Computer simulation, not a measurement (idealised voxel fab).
process module | voxel air gaps
cross-section cut | 205 nm wide | cells 5 nm
A cross-section is a grid of square cells, given in bands from the top down. A band is one or more rows of cells.
Each band's line starts with the height of the band's top and of its bottom, in nm. Then come its materials from left to right, each with its width in nm. One material with "throughout" fills the band from edge to edge. "air" is empty space.
Height 0 is the level under which the wafer as received is all one material. The lowest band goes on downwards, as in "0 down".
A width such as "30 to 40" changes by the same amount from each row of cells to the next, from the band's top row to its bottom row.
"no change" after a step means that no cell of the cross-section changed.
closed voids: empty space of 8 cells or more with no open way to the top, each as width x height at its distance from the left edge, in nm
after a step's settings: what the simulator itself notes on the step
overlay nm, on a step with a mask: how far to the right of its planned place the mask lay; to the left if negative
plan
1 op RECEIVE | material Si
2 op CONFORMAL_DEP | material SiO2 | thk nm 10
3 op CONFORMAL_DEP | material SiN | thk nm 5
4 op DIRECTIONAL_DEP | material SiO2 | thk nm 35
5 op PATTERN | tone open | mask id LINES | material resist | width nm 25 | pitch nm 55 | thk nm 20 | overlay nm 0
6 op DIRECTIONAL_ETCH | etch materials SiO2 | depth nm 35
7 op STRIP | etch materials resist
8 op CONFORMAL_DEP | material TiN | thk nm 5
9 op FILL_DEP | material Ru | thk nm 5
10 op CMP | height nm 50
11 op EPI | material Ru | thk nm 10
12 op SELECTIVE_ETCH | etch materials SiO2 | depth nm 45
13 op CONFORMAL_DEP | material SiCN | thk nm 5
as received, after step 1
  0 down: Si throughout
  closed voids: none
first wafer at the end, as planned
  65 to 60: air 20 | SiCN 165 | air 20
  60 to 50: air 20 | SiCN 5 | Ru 45 | SiCN 10 | Ru 45 | SiCN 10 | Ru 45 | SiCN 5 | air 20
  50 to 45: air 20 | SiCN 15 | TiN 5 | Ru 15 | TiN 5 | SiCN 30 | TiN 5 | Ru 15 | TiN 5 | SiCN 30 | TiN 5 | Ru 15 | TiN 5 | SiCN 15 | air 20
  45 to 20: air 30 | SiCN 5 | TiN 5 | Ru 15 | TiN 5 | SiCN 5 | air 20 | SiCN 5 | TiN 5 | Ru 15 | TiN 5 | SiCN 5 | air 20 | SiCN 5 | TiN 5 | Ru 15 | TiN 5 | SiCN 5 | air 30
  20 to 15: SiCN 35 | TiN 25 | SiCN 30 | TiN 25 | SiCN 30 | TiN 25 | SiCN 35
  15 to 10: SiN throughout
  10 to 0: SiO2 throughout
  0 down: Si throughout
  closed voids: 20 x 25 at 65; 20 x 25 at 120
second wafer at the end: like start, like plan, one mistake
  65 to 60: SiCN throughout
  60 to 50: Ru 45 | SiCN 5 | Ru 50 | SiCN 5 | Ru 50 | SiCN 5 | Ru 45
  50 to 45: Ru 30 | TiN 5 | SiCN 25 | TiN 5 | Ru 20 | TiN 5 | SiCN 25 | TiN 5 | Ru 20 | TiN 5 | SiCN 25 | TiN 5 | Ru 30
  45 to 20: Ru 30 | TiN 5 | SiCN 5 | air 15 | SiCN 5 | TiN 5 | Ru 20 | TiN 5 | SiCN 5 | air 15 | SiCN 5 | TiN 5 | Ru 20 | TiN 5 | SiCN 5 | air 15 | SiCN 5 | TiN 5 | Ru 30
  20 to 15: TiN 35 | SiCN 25 | TiN 30 | SiCN 25 | TiN 30 | SiCN 25 | TiN 35
  15 to 10: SiN throughout
  10 to 0: SiO2 throughout
  0 down: Si throughout
  closed voids: 15 x 25 at 40; 15 x 25 at 95; 15 x 25 at 150
what went wrong: step 5 ran as: op PATTERN | tone cover | mask id LINES | material resist | width nm 25 | pitch nm 55 | thk nm 20 | overlay nm 0
at the end the second wafer has, in cells: 88 more of Ru | 12 fewer of SiCN | 11 more of TiN
closed voids at the end (first wafer, second wafer): 2, 3
